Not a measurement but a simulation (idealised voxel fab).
process module | voxel wiring stack
cross-section cut | 220 nm wide | cells 5 nm
A cross-section is a grid of square cells, given in bands from the top down. A band is one or more rows of cells.
Each band's line starts with the height of the band's top and of its bottom, in nm. Then come its materials from left to right, each with its width in nm. One material with "throughout" fills the band from edge to edge. "air" is empty space.
Height 0 is the level under which the wafer as received is all one material. The lowest band goes on downwards, as in "0 down".
A width such as "30 to 40" changes by the same amount from each row of cells to the next, from the band's top row to its bottom row.
"no change" after a step means that no cell of the cross-section changed.
closed voids: empty space of 8 cells or more with no open way to the top, each as width x height at its distance from the left edge, in nm
after a step's settings: what the simulator itself notes on the step
overlay nm, on a step with a mask: how far to the right of its planned place the mask lay; to the left if negative
plan
1 op RECEIVE | material Si
2 op CONFORMAL_DEP | material SiO2 | thk nm 15
3 op CONFORMAL_DEP | material SiN | thk nm 5
4 op DIRECTIONAL_DEP | material SiO2 | thk nm 25
5 op PATTERN | tone open | mask id METAL_1 | material resist | width nm 25 | pitch nm 50 | thk nm 20 | overlay nm 0
6 op DIRECTIONAL_ETCH | etch materials SiO2 | depth nm 25
7 op DIRECTIONAL_ETCH | etch materials SiN | depth nm 5
8 op STRIP | etch materials resist
9 op CONFORMAL_DEP | material TiN | thk nm 5
10 op FILL_DEP | material W | thk nm 5
11 op CMP | height nm 45
12 op CONFORMAL_DEP | material SiCN | thk nm 5
13 op DIRECTIONAL_DEP | material SiO2 | thk nm 10
14 op PATTERN | tone open | mask id PLUG_1 | material resist | width nm 15 | pitch nm 50 | thk nm 20 | overlay nm 0
15 op DIRECTIONAL_ETCH | etch materials SiO2 | depth nm 10
16 op DIRECTIONAL_ETCH | etch materials SiCN | depth nm 5
17 op STRIP | etch materials resist
18 op EPI | material Ru | thk nm 10
19 op EPI | material Ru | thk nm 5
20 op DIRECTIONAL_DEP | material TiN | thk nm 5
21 op DIRECTIONAL_DEP | material Ru | thk nm 25
22 op PATTERN | tone cover | mask id METAL_2 | material resist | width nm 25 | pitch nm 50 | thk nm 15 | overlay nm 0
23 op DIRECTIONAL_ETCH | etch materials Ru | depth nm 25
24 op DIRECTIONAL_ETCH | etch materials TiN | depth nm 5
25 op STRIP | etch materials resist
26 op FILL_DEP | material SiO2 | thk nm 10
27 op CMP | height nm 90
28 op CONFORMAL_DEP | material SiN | thk nm 5
as received, after step 1
  0 down: Si throughout
  closed voids: none
a wafer at the end: this start, this plan, one mistake
  95 to 90: SiN throughout
  90 to 65: Ru 70 | SiO2 25 | Ru 25 | SiO2 25 | Ru 75
  65 to 60: TiN 70 | SiO2 25 | TiN 25 | SiO2 25 | TiN 75
  60 to 50: SiO2 70 | Ru 15 | SiO2 35 | Ru 15 | SiO2 85
  50 to 45: SiCN 70 | Ru 15 | SiCN 35 | Ru 15 | SiCN 85
  45 to 20: SiO2 70 | TiN 5 | W 15 | TiN 5 | SiO2 25 | TiN 5 | W 15 | TiN 5 | SiO2 75
  20 to 15: SiN 70 | TiN 25 | SiN 25 | TiN 25 | SiN 75
  15 to 0: SiO2 throughout
  0 down: Si throughout
  closed voids: none
what went wrong: step 22 ran as: op PATTERN | tone open | mask id METAL_2 | material resist | width nm 25 | pitch nm 50 | thk nm 15 | overlay nm 0
